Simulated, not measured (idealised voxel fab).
Module name: voxel transistor to metal (process module)
Square cell edge 5 nm, section width 190 nm, ID cut.
Cross-section, as written here: a square-cell grid given band by band from the top down, where a band holds one or more rows of cells. For a band, the entry starts with two heights in nm, that of the top and then that of the bottom, and carries on with the band's materials in order from left to right, each alongside its width in nm; the word "full width" beside a single material means it fills the band edge to edge, and "air" means empty space. A quick word on heights: they are counted from 0, and under that level the wafer as it came to us is one material throughout. The lowest band is different from the rest in having no bottom; it simply continues downward, written as in "0 down". It should be noted that a width expressed as "30 to 40" varies in equal increments from row to row of cells within the band, taking the value of the first number at the top row and that of the second number at the bottom row. No cell of the cross-section changed in a step that is given as "remains unaltered". Under "Closed void list" you'll find the enclosed gaps, the ones with no way out to the top, that are 8 cells or bigger; each reads width x height at distance, with distance counted from the left edge, everything in nm. On a step's line, text after the settings is the simulator commenting on that step. "overlay nm", when on a step's line for a step with a mask, measures how far to the right of its planned place the mask lay; a negative measure means to the left.
The planned process steps are enumerated hereunder:
1 op RECEIVE | material Si
2 op OXIDIZE | depth nm 5
3 op CONFORMAL_DEP | material SiN | thk nm 15
4 op MASKED_ETCH | tone cover | mask id ACTIVE | width nm 95 | etch materials SiN | depth nm 15 | overlay nm 0
5 op MASKED_ETCH | tone cover | mask id ACTIVE | width nm 95 | etch materials SiO2 | depth nm 5 | overlay nm 0
6 op MASKED_ETCH | tone cover | mask id ACTIVE | width nm 95 | etch materials Si | depth nm 20 | overlay nm 0
7 op OXIDIZE | depth nm 5
8 op FILL_DEP | material SiO2 | thk nm 5
9 op CMP | height nm 15
10 op SELECTIVE_ETCH | etch materials SiO2 | depth nm 15
11 op STRIP | etch materials SiN
12 op SELECTIVE_ETCH | etch materials SiO2 | depth nm 5
13 op OXIDIZE | depth nm 5
14 op DIRECTIONAL_DEP | material polySi | thk nm 25
15 op DIRECTIONAL_DEP | material SiCN | thk nm 15
16 op PATTERN | tone cover | mask id GATE | material resist | width nm 15 | thk nm 15 | overlay nm 0
17 op DIRECTIONAL_ETCH | etch materials SiCN | depth nm 25
18 op DIRECTIONAL_ETCH | etch materials polySi | depth nm 35
19 op STRIP | etch materials resist
20 op CONFORMAL_DEP | material SiO2 | thk nm 5
21 op DIRECTIONAL_ETCH | etch materials SiO2 | depth nm 5
22 op CONFORMAL_DEP | material SiN | thk nm 5
23 op DIRECTIONAL_ETCH | etch materials SiN | depth nm 5
24 op DIRECTIONAL_ETCH | etch materials SiO2 | depth nm 5
25 op DIRECTIONAL_ETCH | etch materials Si | depth nm 15
26 op EPI | material SiGe | thk nm 15
27 op FILL_DEP | material SiO2 | thk nm 5
28 op CMP | height nm 35
29 op DIRECTIONAL_DEP | material SiO2 | thk nm 10
30 op DIRECTIONAL_DEP | material aC | thk nm 15
31 op PATTERN | tone open | mask id CONTACT | material resist | width nm 25 | pitch nm 50 | thk nm 35 | overlay nm 0
32 op DIRECTIONAL_ETCH | etch materials aC | depth nm 15
33 op STRIP | etch materials resist
34 op DIRECTIONAL_ETCH | etch materials SiO2 | depth nm 55
35 op STRIP | etch materials aC
36 op CONFORMAL_DEP | material TiN | thk nm 5
37 op FILL_DEP | material Ru | thk nm 5
38 op CMP | height nm 45
39 op CONFORMAL_DEP | material SiN | thk nm 5
40 op DIRECTIONAL_DEP | material lowk | thk nm 20
41 op PATTERN | tone open | mask id METAL_1 | material resist | width nm 15 | pitch nm 60 | thk nm 15 | overlay nm 0
42 op DIRECTIONAL_ETCH | etch materials lowk | depth nm 20
43 op DIRECTIONAL_ETCH | etch materials SiN | depth nm 5
44 op STRIP | etch materials resist
45 op CONFORMAL_DEP | material TiN | thk nm 5
46 op FILL_DEP | material Cu | thk nm 10
47 op CMP | height nm 70
48 op CONFORMAL_DEP | material SiN | thk nm 5
The first wafer of two, processed as planned:
The cross-section here shows the wafer as received, i.e. in its state after step 1:
* 0 down | Si full width
* Closed void list: none
Sectional view: wafer, after step 2:
* 0 to -5 | SiO2 full width
* below -5: unchanged
Sectional view: wafer, after step 3:
* 15 to 0 | SiN full width
* below 0: unchanged
Sectional view: wafer, after step 4:
* 15 to 0 | air 45, then SiN 95, then air 50
* below 0: unchanged
Sectional view: wafer, after step 5:
* 15 to 0 | air 45, then SiN 95, then air 50
* 0 to -5 | air 45, then SiO2 95, then air 50
* below -5: unchanged
Sectional view: wafer, after step 6:
* 15 to 0 | air 45, then SiN 95, then air 50
* 0 to -5 | air 45, then SiO2 95, then air 50
* -5 to -25 | air 45, then Si 95, then air 50
* below -25: unchanged
Sectional view: wafer, after step 7:
* 15 to 0 | air 45, then SiN 95, then air 50
* 0 to -5 | air 45, then SiO2 95, then air 50
* -5 to -25 | air 45, then SiO2 5, then Si 85, then SiO2 5, then air 50
* -25 to -30 | SiO2 50, then Si 85, then SiO2 55
* below -30: unchanged
Sectional view: wafer, after step 8:
* 20 to 15 | SiO2 full width
* 15 to 0 | SiO2 45, then SiN 95, then SiO2 50
* 0 to -5 | SiO2 full width
* -5 to -30 | SiO2 50, then Si 85, then SiO2 55
* below -30: unchanged
Sectional view: wafer, after step 9:
* 15 to 0 | SiO2 45, then SiN 95, then SiO2 50
* below 0: unchanged
Sectional view: wafer, after step 10:
* 15 to 0 | air 45, then SiN 95, then air 50
* below 0: unchanged
Sectional view: wafer, after step 11:
* 0 to -5 | SiO2 full width
* below -5: unchanged
Sectional view: wafer, after step 12:
* -5 to -30 | SiO2 50, then Si 85, then SiO2 55
* below -30: unchanged
Sectional view: wafer, after step 13:
* -5 to -10 | SiO2 full width
* below -10: unchanged
Sectional view: wafer, after step 14:
* 20 to -5 | polySi full width
* below -5: unchanged
Sectional view: wafer, after step 15:
* 35 to 20 | SiCN full width
* below 20: unchanged
Sectional view: wafer, after step 16:
* 50 to 35 | air 85, then resist 15, then air 90
* below 35: unchanged
Sectional view: wafer, after step 17:
* 50 to 35 | air 85, then resist 15, then air 90
* 35 to 20 | air 85, then SiCN 15, then air 90
* below 20: unchanged
Sectional view: wafer, after step 18:
* 50 to 35 | air 85, then resist 15, then air 90
* 35 to 20 | air 85, then SiCN 15, then air 90
* 20 to -5 | air 85, then polySi 15, then air 90
* below -5: unchanged
Sectional view: wafer, after step 19:
* 35 to 20 | air 85, then SiCN 15, then air 90
* below 20: unchanged
Sectional view: wafer, after step 20:
* 40 to 35 | air 80, then SiO2 25, then air 85
* 35 to 20 | air 80, then SiO2 5, then SiCN 15, then SiO2 5, then air 85
* 20 to 0 | air 80, then SiO2 5, then polySi 15, then SiO2 5, then air 85
* 0 to -5 | SiO2 85, then polySi 15, then SiO2 90
* below -5: unchanged
Sectional view: wafer, after step 21:
* 35 to 20 | air 80, then SiO2 5, then SiCN 15, then SiO2 5, then air 85
* 20 to -5 | air 80, then SiO2 5, then polySi 15, then SiO2 5, then air 85
* below -5: unchanged
Sectional view: wafer, after step 22:
* 40 to 35 | air 75, then SiN 35, then air 80
* 35 to 20 | air 75, then SiN 5, then SiO2 5, then SiCN 15, then SiO2 5, then SiN 5, then air 80
* 20 to 0 | air 75, then SiN 5, then SiO2 5, then polySi 15, then SiO2 5, then SiN 5, then air 80
* 0 to -5 | SiN 80, then SiO2 5, then polySi 15, then SiO2 5, then SiN 85
* below -5: unchanged
Sectional view: wafer, after step 23:
* 35 to 20 | air 75, then SiN 5, then SiO2 5, then SiCN 15, then SiO2 5, then SiN 5, then air 80
* 20 to -5 | air 75, then SiN 5, then SiO2 5, then polySi 15, then SiO2 5, then SiN 5, then air 80
* below -5: unchanged
Sectional view: wafer, after step 24:
* 35 to 30 | air 75, then SiN 5, then air 5, then SiCN 15, then air 5, then SiN 5, then air 80
* 30 to 20 | air 75, then SiN 5, then SiO2 5, then SiCN 15, then SiO2 5, then SiN 5, then air 80
* 20 to -5 | air 75, then SiN 5, then SiO2 5, then polySi 15, then SiO2 5, then SiN 5, then air 80
* -5 to -10 | air 75, then SiO2 35, then air 80
* below -10: unchanged
Sectional view: wafer, after step 25:
* 35 to 30 | air 75, then SiN 5, then air 5, then SiCN 15, then air 5, then SiN 5, then air 80
* 30 to 20 | air 75, then SiN 5, then SiO2 5, then SiCN 15, then SiO2 5, then SiN 5, then air 80
* 20 to -5 | air 75, then SiN 5, then SiO2 5, then polySi 15, then SiO2 5, then SiN 5, then air 80
* -5 to -10 | air 75, then SiO2 35, then air 80
* -10 to -25 | SiO2 50, then air 25, then Si 35, then air 25, then SiO2 55
* below -25: unchanged
Sectional view: wafer, after step 26:
* 35 to 30 | air 75, then SiN 5, then air 5, then SiCN 15, then air 5, then SiN 5, then air 80
* 30 to 20 | air 75, then SiN 5, then SiO2 5, then SiCN 15, then SiO2 5, then SiN 5, then air 80
* 20 to 5 | air 75, then SiN 5, then SiO2 5, then polySi 15, then SiO2 5, then SiN 5, then air 80
* 5 to -5 | air 60, then SiGe 15, then SiN 5, then SiO2 5, then polySi 15, then SiO2 5, then SiN 5, then SiGe 15, then air 65
* -5 to -10 | air 60, then SiGe 15, then SiO2 35, then SiGe 15, then air 65
* -10 to -25 | SiO2 50, then SiGe 25, then Si 35, then SiGe 25, then SiO2 55
* below -25: unchanged
Sectional view: wafer, after step 27:
* 40 to 35 | SiO2 full width
* 35 to 20 | SiO2 75, then SiN 5, then SiO2 5, then SiCN 15, then SiO2 5, then SiN 5, then SiO2 80
* 20 to 5 | SiO2 75, then SiN 5, then SiO2 5, then polySi 15, then SiO2 5, then SiN 5, then SiO2 80
* 5 to -5 | SiO2 60, then SiGe 15, then SiN 5, then SiO2 5, then polySi 15, then SiO2 5, then SiN 5, then SiGe 15, then SiO2 65
* -5 to -10 | SiO2 60, then SiGe 15, then SiO2 35, then SiGe 15, then SiO2 65
* below -10: unchanged
Sectional view: wafer, after step 28:
* 35 to 20 | SiO2 75, then SiN 5, then SiO2 5, then SiCN 15, then SiO2 5, then SiN 5, then SiO2 80
* below 20: unchanged
Sectional view: wafer, after step 29:
* 45 to 35 | SiO2 full width
* below 35: unchanged
Sectional view: wafer, after step 30:
* 60 to 45 | aC full width
* below 45: unchanged
Sectional view: wafer, after step 31:
* 95 to 60 | resist 55, then air 25, then resist 25, then air 25, then resist 60
* below 60: unchanged
Sectional view: wafer, after step 32:
* 80 to 60 | resist 55, then air 25, then resist 25, then air 25, then resist 60
* 60 to 45 | aC 55, then air 25, then aC 25, then air 25, then aC 60
* below 45: unchanged
Sectional view: wafer, after step 33:
* 60 to 45 | aC 55, then air 25, then aC 25, then air 25, then aC 60
* below 45: unchanged
Sectional view: wafer, after step 34:
* 60 to 45 | aC 55, then air 25, then aC 25, then air 25, then aC 60
* 45 to 35 | SiO2 55, then air 25, then SiO2 25, then air 25, then SiO2 60
* 35 to 20 | SiO2 55, then air 20, then SiN 5, then SiO2 5, then SiCN 15, then SiO2 5, then SiN 5, then air 20, then SiO2 60
* 20 to 5 | SiO2 55, then air 20, then SiN 5, then SiO2 5, then polySi 15, then SiO2 5, then SiN 5, then air 20, then SiO2 60
* 5 to -5 | SiO2 55, then air 5, then SiGe 15, then SiN 5, then SiO2 5, then polySi 15, then SiO2 5, then SiN 5, then SiGe 15, then air 5, then SiO2 60
* -5 to -10 | SiO2 55, then air 5, then SiGe 15, then SiO2 35, then SiGe 15, then air 5, then SiO2 60
* below -10: unchanged
Sectional view: wafer, after step 35:
* 45 to 35 | SiO2 55, then air 25, then SiO2 25, then air 25, then SiO2 60
* below 35: unchanged
Sectional view: wafer, after step 36:
* 50 to 45 | TiN 60, then air 15, then TiN 35, then air 15, then TiN 65
* 45 to 35 | SiO2 55, then TiN 5, then air 15 to 10, then TiN 5 to 10, then SiO2 25, then TiN 5 to 10, then air 15 to 10, then TiN 5, then SiO2 60
* 35 to 20 | SiO2 55, then TiN 5, then air 10, then TiN 5, then SiN 5, then SiO2 5, then SiCN 15, then SiO2 5, then SiN 5, then TiN 5, then air 10, then TiN 5, then SiO2 60
* 20 to 10 | SiO2 55, then TiN 5, then air 10, then TiN 5, then SiN 5, then SiO2 5, then polySi 15, then SiO2 5, then SiN 5, then TiN 5, then air 10, then TiN 5, then SiO2 60
* 10 to 5 | SiO2 55, then TiN 20, then SiN 5, then SiO2 5, then polySi 15, then SiO2 5, then SiN 5, then TiN 20, then SiO2 60
* 5 to -5 | SiO2 55, then TiN 5, then SiGe 15, then SiN 5, then SiO2 5, then polySi 15, then SiO2 5, then SiN 5, then SiGe 15, then TiN 5, then SiO2 60
* -5 to -10 | SiO2 55, then TiN 5, then SiGe 15, then SiO2 35, then SiGe 15, then TiN 5, then SiO2 60
* below -10: unchanged
Sectional view: wafer, after step 37:
* 55 to 50 | Ru full width
* 50 to 45 | TiN 60, then Ru 15, then TiN 35, then Ru 15, then TiN 65
* 45 to 35 | SiO2 55, then TiN 5, then Ru 15 to 10, then TiN 5 to 10, then SiO2 25, then TiN 5 to 10, then Ru 15 to 10, then TiN 5, then SiO2 60
* 35 to 20 | SiO2 55, then TiN 5, then Ru 10, then TiN 5, then SiN 5, then SiO2 5, then SiCN 15, then SiO2 5, then SiN 5, then TiN 5, then Ru 10, then TiN 5, then SiO2 60
* 20 to 10 | SiO2 55, then TiN 5, then Ru 10, then TiN 5, then SiN 5, then SiO2 5, then polySi 15, then SiO2 5, then SiN 5, then TiN 5, then Ru 10, then TiN 5, then SiO2 60
* below 10: unchanged
Sectional view: wafer, after step 38:
* 45 to 35 | SiO2 55, then TiN 5, then Ru 15 to 10, then TiN 5 to 10, then SiO2 25, then TiN 5 to 10, then Ru 15 to 10, then TiN 5, then SiO2 60
* below 35: unchanged
Sectional view: wafer, after step 39:
* 50 to 45 | SiN full width
* below 45: unchanged
Sectional view: wafer, after step 40:
* 70 to 50 | lowk full width
* below 50: unchanged
Sectional view: wafer, after step 41:
* 85 to 70 | resist 55, then air 15, then resist 45, then air 15, then resist 60
* below 70: unchanged
Sectional view: wafer, after step 42:
* 85 to 70 | resist 55, then air 15, then resist 45, then air 15, then resist 60
* 70 to 50 | lowk 55, then air 15, then lowk 45, then air 15, then lowk 60
* below 50: unchanged
Sectional view: wafer, after step 43:
* 85 to 70 | resist 55, then air 15, then resist 45, then air 15, then resist 60
* 70 to 50 | lowk 55, then air 15, then lowk 45, then air 15, then lowk 60
* 50 to 45 | SiN 55, then air 15, then SiN 45, then air 15, then SiN 60
* below 45: unchanged
Sectional view: wafer, after step 44:
* 70 to 50 | lowk 55, then air 15, then lowk 45, then air 15, then lowk 60
* below 50: unchanged
Sectional view: wafer, after step 45:
* 75 to 70 | TiN 60, then air 5, then TiN 55, then air 5, then TiN 65
* 70 to 50 | lowk 55, then TiN 5, then air 5, then TiN 5, then lowk 45, then TiN 5, then air 5, then TiN 5, then lowk 60
* 50 to 45 | SiN 55, then TiN 15, then SiN 45, then TiN 15, then SiN 60
* below 45: unchanged
Sectional view: wafer, after step 46:
* 85 to 75 | Cu full width
* 75 to 70 | TiN 60, then Cu 5, then TiN 55, then Cu 5, then TiN 65
* 70 to 50 | lowk 55, then TiN 5, then Cu 5, then TiN 5, then lowk 45, then TiN 5, then Cu 5, then TiN 5, then lowk 60
* below 50: unchanged
Sectional view: wafer, after step 47:
* 70 to 50 | lowk 55, then TiN 5, then Cu 5, then TiN 5, then lowk 45, then TiN 5, then Cu 5, then TiN 5, then lowk 60
* below 50: unchanged
Sectional view: wafer, after step 48:
* 75 to 70 | SiN full width
* below 70: unchanged
Companion wafer, the second of two: same beginning, same intended sequence, one mistake in carrying it out; through step 15 inclusive it tracks the first exactly:
What the second wafer looks like in cross-section when step 16 should have wrapped up:
* 50 to 35 | resist 85, then air 15, then resist 90
* below 35: unchanged
What the second wafer looks like in cross-section when step 17 should have wrapped up:
* 50 to 35 | resist 85, then air 15, then resist 90
* 35 to 20 | SiCN 85, then air 15, then SiCN 90
* below 20: unchanged
What the second wafer looks like in cross-section when step 18 should have wrapped up:
* 50 to 35 | resist 85, then air 15, then resist 90
* 35 to 20 | SiCN 85, then air 15, then SiCN 90
* 20 to -5 | polySi 85, then air 15, then polySi 90
* below -5: unchanged
What the second wafer looks like in cross-section when step 19 should have wrapped up:
* 35 to 20 | SiCN 85, then air 15, then SiCN 90
* below 20: unchanged
What the second wafer looks like in cross-section when step 20 should have wrapped up:
* 40 to 35 | SiO2 90, then air 5, then SiO2 95
* 35 to 20 | SiCN 85, then SiO2 5, then air 5, then SiO2 5, then SiCN 90
* 20 to 0 | polySi 85, then SiO2 5, then air 5, then SiO2 5, then polySi 90
* 0 to -5 | polySi 85, then SiO2 15, then polySi 90
* below -5: unchanged
What the second wafer looks like in cross-section when step 21 should have wrapped up:
* 35 to 20 | SiCN 85, then SiO2 5, then air 5, then SiO2 5, then SiCN 90
* 20 to -5 | polySi 85, then SiO2 5, then air 5, then SiO2 5, then polySi 90
* below -5: unchanged
What the second wafer looks like in cross-section when step 22 should have wrapped up:
* 40 to 35 | SiN full width
* 35 to 20 | SiCN 85, then SiO2 5, then SiN 5, then SiO2 5, then SiCN 90
* 20 to -5 | polySi 85, then SiO2 5, then SiN 5, then SiO2 5, then polySi 90
* below -5: unchanged
What the second wafer looks like in cross-section when step 23 should have wrapped up:
* 35 to 20 | SiCN 85, then SiO2 5, then SiN 5, then SiO2 5, then SiCN 90
* below 20: unchanged
What the second wafer looks like in cross-section when step 24 should have wrapped up:
* 35 to 30 | SiCN 85, then air 5, then SiN 5, then air 5, then SiCN 90
* below 30: unchanged
What the second wafer looks like in cross-section when step 25 should have wrapped up: remains unaltered
What the second wafer looks like in cross-section when step 26 should have wrapped up: remains unaltered
What the second wafer looks like in cross-section when step 27 should have wrapped up:
* 40 to 35 | SiO2 full width
* 35 to 20 | SiCN 85, then SiO2 5, then SiN 5, then SiO2 5, then SiCN 90
* below 20: unchanged
What the second wafer looks like in cross-section when step 28 should have wrapped up:
* 35 to 20 | SiCN 85, then SiO2 5, then SiN 5, then SiO2 5, then SiCN 90
* below 20: unchanged
What the second wafer looks like in cross-section when step 29 should have wrapped up:
* 45 to 35 | SiO2 full width
* below 35: unchanged
What the second wafer looks like in cross-section when step 30 should have wrapped up:
* 60 to 45 | aC full width
* below 45: unchanged
What the second wafer looks like in cross-section when step 31 should have wrapped up:
* 95 to 60 | resist 55, then air 25, then resist 25, then air 25, then resist 60
* below 60: unchanged
What the second wafer looks like in cross-section when step 32 should have wrapped up:
* 80 to 60 | resist 55, then air 25, then resist 25, then air 25, then resist 60
* 60 to 45 | aC 55, then air 25, then aC 25, then air 25, then aC 60
* below 45: unchanged
What the second wafer looks like in cross-section when step 33 should have wrapped up:
* 60 to 45 | aC 55, then air 25, then aC 25, then air 25, then aC 60
* below 45: unchanged
What the second wafer looks like in cross-section when step 34 should have wrapped up:
* 60 to 45 | aC 55, then air 25, then aC 25, then air 25, then aC 60
* 45 to 35 | SiO2 55, then air 25, then SiO2 25, then air 25, then SiO2 60
* below 35: unchanged
What the second wafer looks like in cross-section when step 35 should have wrapped up:
* 45 to 35 | SiO2 55, then air 25, then SiO2 25, then air 25, then SiO2 60
* below 35: unchanged
What the second wafer looks like in cross-section when step 36 should have wrapped up:
* 50 to 45 | TiN 60, then air 15, then TiN 35, then air 15, then TiN 65
* 45 to 40 | SiO2 55, then TiN 5, then air 15, then TiN 5, then SiO2 25, then TiN 5, then air 15, then TiN 5, then SiO2 60
* 40 to 35 | SiO2 55, then TiN 25, then SiO2 25, then TiN 25, then SiO2 60
* below 35: unchanged
What the second wafer looks like in cross-section when step 37 should have wrapped up:
* 55 to 50 | Ru full width
* 50 to 45 | TiN 60, then Ru 15, then TiN 35, then Ru 15, then TiN 65
* 45 to 40 | SiO2 55, then TiN 5, then Ru 15, then TiN 5, then SiO2 25, then TiN 5, then Ru 15, then TiN 5, then SiO2 60
* below 40: unchanged
What the second wafer looks like in cross-section when step 38 should have wrapped up:
* 45 to 40 | SiO2 55, then TiN 5, then Ru 15, then TiN 5, then SiO2 25, then TiN 5, then Ru 15, then TiN 5, then SiO2 60
* below 40: unchanged
What the second wafer looks like in cross-section when step 39 should have wrapped up:
* 50 to 45 | SiN full width
* below 45: unchanged
What the second wafer looks like in cross-section when step 40 should have wrapped up:
* 70 to 50 | lowk full width
* below 50: unchanged
What the second wafer looks like in cross-section when step 41 should have wrapped up:
* 85 to 70 | resist 55, then air 15, then resist 45, then air 15, then resist 60
* below 70: unchanged
What the second wafer looks like in cross-section when step 42 should have wrapped up:
* 85 to 70 | resist 55, then air 15, then resist 45, then air 15, then resist 60
* 70 to 50 | lowk 55, then air 15, then lowk 45, then air 15, then lowk 60
* below 50: unchanged
What the second wafer looks like in cross-section when step 43 should have wrapped up:
* 85 to 70 | resist 55, then air 15, then resist 45, then air 15, then resist 60
* 70 to 50 | lowk 55, then air 15, then lowk 45, then air 15, then lowk 60
* 50 to 45 | SiN 55, then air 15, then SiN 45, then air 15, then SiN 60
* below 45: unchanged
What the second wafer looks like in cross-section when step 44 should have wrapped up:
* 70 to 50 | lowk 55, then air 15, then lowk 45, then air 15, then lowk 60
* below 50: unchanged
What the second wafer looks like in cross-section when step 45 should have wrapped up:
* 75 to 70 | TiN 60, then air 5, then TiN 55, then air 5, then TiN 65
* 70 to 50 | lowk 55, then TiN 5, then air 5, then TiN 5, then lowk 45, then TiN 5, then air 5, then TiN 5, then lowk 60
* 50 to 45 | SiN 55, then TiN 15, then SiN 45, then TiN 15, then SiN 60
* below 45: unchanged
What the second wafer looks like in cross-section when step 46 should have wrapped up:
* 85 to 75 | Cu full width
* 75 to 70 | TiN 60, then Cu 5, then TiN 55, then Cu 5, then TiN 65
* 70 to 50 | lowk 55, then TiN 5, then Cu 5, then TiN 5, then lowk 45, then TiN 5, then Cu 5, then TiN 5, then lowk 60
* below 50: unchanged
What the second wafer looks like in cross-section when step 47 should have wrapped up:
* 70 to 50 | lowk 55, then TiN 5, then Cu 5, then TiN 5, then lowk 45, then TiN 5, then Cu 5, then TiN 5, then lowk 60
* below 50: unchanged
What the second wafer looks like in cross-section when step 48 should have wrapped up:
* 75 to 70 | SiN full width
* below 70: unchanged
What went wrong in running the wafer? step 16: run off-plan, actual operation and settings op PATTERN | tone open | mask id GATE | material resist | width nm 15 | thk nm 15 | overlay nm 0
Counted in cells at the end, the second wafer holds more or fewer of these materials than the first: -24 Ru; +30 Si; +96 SiCN; -48 SiGe; -8 SiN; -176 SiO2; -30 TiN; +160 polySi
